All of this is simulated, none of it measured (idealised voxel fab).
This section sets out a process module, namely voxel wiring stack.
Pictured: cross-section cut, 215 nm wide, on a grid of 5 nm square cells.
Cross-section layout: square cells on a grid; listed as bands, top to bottom; a band spans one or more cell rows. In this notation a band is specified by the heights of its top and bottom, in that order and in nm, after which its materials appear from left to right, each paired with its width in nm. The word "all across" attached to a single material means that material fills the band from edge to edge; the word "air" stands for empty space. Height reference: 0 = level under which incoming wafer is all one material. Lowest band: no bottom, runs on downward, e.g. "0 -> down". Graded width ("30->40"): value in top row of band = first number; value in bottom row = second number; row-to-row change constant. You'll sometimes find "no modification" written for a step, and that's the way of saying that nowhere in the cross-section did a cell change during that step. Enclosed voids (no open way to top), threshold 8 cells or more, entry "Completely sealed voids", notation width x height at distance, distance from left edge, nm. Where a step's line continues beyond its settings, the continuation is a remark by the simulator itself on that step. The optional step-line setting "overlay nm" applies to steps with a mask and quantifies how far to the right of its planned location the mask lay, a negative value indicating leftward placement.
LISTED BELOW ARE THE PROCESS STEPS AS PLANNED
- 1: RECEIVE (material Si)
- 2: CONFORMAL_DEP (material SiO2; thk nm 15)
- 3: DIRECTIONAL_DEP (material TiN; thk nm 5)
- 4: DIRECTIONAL_DEP (material Ru; thk nm 20)
- 5: MASKED_ETCH (tone cover; mask id METAL_1; width nm 25; pitch nm 55; etch materials Ru; depth nm 20; overlay nm 0)
- 6: MASKED_ETCH (tone cover; mask id METAL_1; width nm 25; pitch nm 55; etch materials TiN; depth nm 5; overlay nm 0)
- 7: CONFORMAL_DEP (material SiN; thk nm 5)
- 8: FILL_DEP (material lowk; thk nm 5)
- 9: CMP (height nm 40)
- 10: CONFORMAL_DEP (material SiCN; thk nm 5)
- 11: DIRECTIONAL_DEP (material SiO2; thk nm 30)
- 12: PATTERN (tone open; mask id METAL_2; material resist; width nm 25; pitch nm 55; thk nm 15; overlay nm 0)
- 13: DIRECTIONAL_ETCH (etch materials SiO2; depth nm 20)
- 14: STRIP (etch materials resist)
- 15: DIRECTIONAL_DEP (material aC; thk nm 15)
- 16: PATTERN (tone open; mask id METAL_2_HOLES; material resist; width nm 15; pitch nm 55; thk nm 30; overlay nm 0)
- 17: DIRECTIONAL_ETCH (etch materials aC; depth nm 15)
- 18: STRIP (etch materials resist)
- 19: DIRECTIONAL_ETCH (etch materials SiO2; depth nm 10)
- 20: DIRECTIONAL_ETCH (etch materials SiCN; depth nm 5)
- 21: STRIP (etch materials aC)
- 22: CONFORMAL_DEP (material TiN; thk nm 5)
- 23: FILL_DEP (material Cu; thk nm 10)
- 24: CMP (height nm 75)
- 25: CONFORMAL_DEP (material SiCN; thk nm 5)
WAFER CROSS-SECTION ON RECEIPT, I.E. AFTER STEP 1
  0 -> down: Si all across
  Completely sealed voids: none
SAME STARTING WAFER, SAME PLAN AS ABOVE, ONE MISTAKE IN THE EXECUTION; THIS IS THE CROSS-SECTION AT THE END OF THE MODULE
  80 -> 75: SiCN all across
  75 -> 65: 40 SiO2  5->10 TiN  20->15 Cu  5 TiN  25 SiO2  5->10 TiN  20->15 Cu  5 TiN  25 SiO2  5->10 TiN  20->15 Cu  5 TiN  35 SiO2
  65 -> 60: 45 SiO2  5 TiN  15 Cu  5 TiN  30 SiO2  5 TiN  15 Cu  5 TiN  30 SiO2  5 TiN  15 Cu  5 TiN  35 SiO2
  60 -> 55: 45 SiO2  25 TiN  30 SiO2  25 TiN  30 SiO2  25 TiN  35 SiO2
  55 -> 45: 45 SiO2  10 TiN  45 SiO2  10 TiN  45 SiO2  10 TiN  50 SiO2
  45 -> 40: 45 SiCN  10 TiN  45 SiCN  10 TiN  45 SiCN  10 TiN  50 SiCN
  40 -> 20: 35 lowk  5 SiN  25 Ru  5 SiN  20 lowk  5 SiN  25 Ru  5 SiN  20 lowk  5 SiN  25 Ru  5 SiN  35 lowk
  20 -> 15: 40 SiN  25 TiN  30 SiN  25 TiN  30 SiN  25 TiN  40 SiN
  15 -> 0: SiO2 all across
  0 -> down: Si all across
  Completely sealed voids: none
Short version of what went wrong: step 12 was processed under conditions differing from the plan, specifically as PATTERN (tone open; mask id METAL_2; material resist; width nm 25; pitch nm 55; thk nm 15; overlay nm 5)
